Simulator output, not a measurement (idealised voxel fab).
This is a process module. Its name is voxel double patterning.
255 nm wide, 5 nm square cells: that's cross-section cut.
A cross-section is a grid of square cells, given in bands from the top down. A band is one or more rows of cells. A band entry consists of two parts. The first gives the height of the band's top and the height of its bottom, in nm. The rest lists the band's materials from left to right, each with its width in nm. A single material labelled with the word "throughout" fills the band from edge to edge, and the word "blank" marks empty space. Height is counted from the level 0, under which the received wafer is composed throughout of one material. The lowest of the bands is not closed at the bottom but continues downward, in the notation "from 0 down". When a width is written as two numbers, as in "30..40", the first number is the width in the top row of cells of the band and the second is the width in its bottom row, and the width changes by the same amount from each row to the next. Take "no change" at face value: in the step it is given for, the cross-section changed in none of its cells. "Closed void entries": sealed empty spaces, 8 cells or more, no open way to top, listed width x height at distance, with distance from the left edge and width, height and distance in nm. Heads up: the bit after the settings on a step's line is the simulator's remark on that step. The "overlay nm" setting may appear on a step's line; for a step that uses a mask, it gives how far to the right of its planned position the mask lay, and a negative value indicates the left.

-- Steps planned for the process
step 1: RECEIVE | material Si
step 2: CONFORMAL_DEP | material SiO2 | thk nm 10
step 3: DIRECTIONAL_DEP | material W | thk nm 15
step 4: DIRECTIONAL_DEP | material SiCN | thk nm 5
step 5: DIRECTIONAL_DEP | material aC | thk nm 15
step 6: PATTERN | tone open | mask id FIRST | material resist | width nm 15 | pitch nm 50 | thk nm 30 | overlay nm 0
step 7: DIRECTIONAL_ETCH | etch materials aC | depth nm 15
step 8: STRIP | etch materials resist
step 9: DIRECTIONAL_ETCH | etch materials SiCN | depth nm 5
step 10: STRIP | etch materials aC
step 11: PATTERN | tone open | mask id SECOND | material resist | width nm 15 | pitch nm 50 | thk nm 15 | overlay nm 0
step 12: DIRECTIONAL_ETCH | etch materials SiCN | depth nm 5
step 13: STRIP | etch materials resist
step 14: DIRECTIONAL_ETCH | etch materials W | depth nm 15
step 15: STRIP | etch materials SiCN
Variable across wafers: step 11 width nm (plan value is that of the first wafer; starting state common to all).

-- As received, i.e. after step 1: cross-section through the first of several wafers
- from 0 down  Si throughout
- Closed void entries: none

-- Shown in cross-section: the first of several wafers at the end of the module, after its last step, step 15
- from 25 to 10  W 70 nm  blank 15 nm  W 10 nm  blank 15 nm  W 10 nm  blank 15 nm  W 10 nm  blank 15 nm  W 10 nm  blank 15 nm  W 70 nm
- from 10 to 0  SiO2 throughout
- from 0 down  Si throughout
- Closed void entries: none

-- Last wafer, end of module, cross-section
- from 25 to 10  W 70 nm  blank 15 nm  W 5 nm  blank 45 nm  W 5 nm  blank 45 nm  W 70 nm
- from 10 to 0  SiO2 throughout
- from 0 down  Si throughout
- Closed void entries: none

-- Per-wafer rows below. For each material: cells gained (+) or lost (-) since the wafer was received, as of end of module. Then: closed voids
width nm 15, +102 SiO2, +108 W, Closed void entries: none
width nm 20, +102 SiO2, +102 W, Closed void entries: none
width nm 25, +102 SiO2, +96 W, Closed void entries: none
width nm 30, +102 SiO2, +90 W, Closed void entries: none
